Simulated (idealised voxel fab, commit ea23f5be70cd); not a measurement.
Process module under the name voxel capacitor over wiring
The figure presents cross-section cut, which has a width of 240 nm and is divided into square cells with an edge length of 5 nm.
A cross-section in this document is a grid of square cells, and it is written down as bands, the top band listed before the ones below it; a band is made up of one or more rows of cells.
Band entry format. Leading values: height of top, height of bottom, nm. Remainder: materials in left-to-right order, each with its width in nm. Special words: "all across" on a single material, which then fills the band edge to edge; "air", empty space.
Below 0: as-received wafer, all one material; heights counted from there. Lowest band: no bottom, goes on down, written "0..down".
The notation "30..40" denotes a width that varies across the rows of cells in the band, beginning at the first number in the top row, finishing at the second number in the bottom row, and changing by an identical amount from each row to the next.
Step marked "stayed the same"? Then no cell in the cross-section changed in it.
Trapped cavities: empty space of 8 cells or more with no open way to the top, each as width x height at its distance from the left edge, in nm
The remark found on a step's line after its settings is issued by the simulator itself and pertains to that step.
The optional step-line setting "overlay nm" applies to steps with a mask and quantifies how far to the right of its planned location the mask lay, a negative value indicating leftward placement.
### Steps in the process plan
1 RECEIVE,material Si
2 CONFORMAL_DEP,material SiO2,thk nm 15
3 DIRECTIONAL_DEP,material TiN,thk nm 5
4 DIRECTIONAL_DEP,material Ru,thk nm 15
5 DIRECTIONAL_DEP,material aC,thk nm 10
6 PATTERN,tone cover,mask id METAL_1,material resist,width nm 25,pitch nm 75,thk nm 25,overlay nm 0
7 DIRECTIONAL_ETCH,etch materials aC,depth nm 10
8 STRIP,etch materials resist
9 DIRECTIONAL_ETCH,etch materials Ru,depth nm 15
10 DIRECTIONAL_ETCH,etch materials TiN,depth nm 5
11 STRIP,etch materials aC
12 FILL_DEP,material SiO2,thk nm 10
13 CMP,height nm 35
14 CONFORMAL_DEP,material SiCN,thk nm 5
15 DIRECTIONAL_DEP,material SiO2,thk nm 20
16 MASKED_ETCH,tone open,mask id PLUG_1,width nm 15,etch materials SiO2,depth nm 20,overlay nm 0
17 MASKED_ETCH,tone open,mask id PLUG_1,width nm 15,etch materials SiCN,depth nm 5,overlay nm 0
18 EPI,material Ru,thk nm 10
19 EPI,material Ru,thk nm 10
20 EPI,material Ru,thk nm 5
21 DIRECTIONAL_DEP,material TiN,thk nm 10
22 DIRECTIONAL_DEP,material SiN,thk nm 5
23 DIRECTIONAL_DEP,material TiN,thk nm 10
24 DIRECTIONAL_DEP,material aC,thk nm 15
25 PATTERN,tone cover,mask id UPPER_PLATE,material resist,width nm 55,thk nm 30,overlay nm 0
26 DIRECTIONAL_ETCH,etch materials aC,depth nm 15
27 STRIP,etch materials resist
28 DIRECTIONAL_ETCH,etch materials TiN,depth nm 10
29 DIRECTIONAL_ETCH,etch materials SiN,depth nm 5
30 STRIP,etch materials aC
31 DIRECTIONAL_DEP,material aC,thk nm 15
32 PATTERN,tone cover,mask id LOWER_PLATE,material resist,width nm 65,thk nm 30,overlay nm -15
33 DIRECTIONAL_ETCH,etch materials aC,depth nm 15
34 STRIP,etch materials resist
35 DIRECTIONAL_ETCH,etch materials TiN,depth nm 10
36 STRIP,etch materials aC
37 FILL_DEP,material SiO2,thk nm 15
38 CMP,height nm 95
39 DIRECTIONAL_DEP,material aC,thk nm 10
40 PATTERN,tone open,mask id PLUG_2,material resist,width nm 15,thk nm 30,overlay nm 0
41 DIRECTIONAL_ETCH,etch materials aC,depth nm 10
42 STRIP,etch materials resist
43 DIRECTIONAL_ETCH,etch materials SiO2,depth nm 10
44 STRIP,etch materials aC
45 CONFORMAL_DEP,material TiN,thk nm 5
46 FILL_DEP,material Cu,thk nm 5
47 CMP,height nm 95
48 CONFORMAL_DEP,material SiN,thk nm 5
Wafer-to-wafer difference: overlay nm, step 32. Common start. Plan = first wafer's value.
### Incoming state of the first of several wafers in cross-section: after step 1
- 0..down  Si all across
- Trapped cavities: none
### Below, a row for every wafer. Read it as the end-of-module picture: for each material the wafer shows its cells gained (+) or lost (-) since it was received, and then its closed voids
overlay nm -15; +1 Cu; +45 Ru; +45 SiCN; +59 SiN; +747 SiO2; +63 TiN; Trapped cavities: none
overlay nm -10; +1 Cu; +45 Ru; +45 SiCN; +59 SiN; +747 SiO2; +63 TiN; Trapped cavities: none
overlay nm -5; +1 Cu; +45 Ru; +45 SiCN; +59 SiN; +747 SiO2; +63 TiN; Trapped cavities: none
overlay nm 0; +1 Cu; +45 Ru; +45 SiCN; +59 SiN; +747 SiO2; +63 TiN; Trapped cavities: none
overlay nm 5; +1 Cu; +45 Ru; +45 SiCN; +59 SiN; +747 SiO2; +63 TiN; Trapped cavities: none
overlay nm 10; +1 Cu; +45 Ru; +45 SiCN; +59 SiN; +747 SiO2; +63 TiN; Trapped cavities: none
overlay nm 15; +1 Cu; +45 Ru; +45 SiCN; +59 SiN; +747 SiO2; +63 TiN; Trapped cavities: none
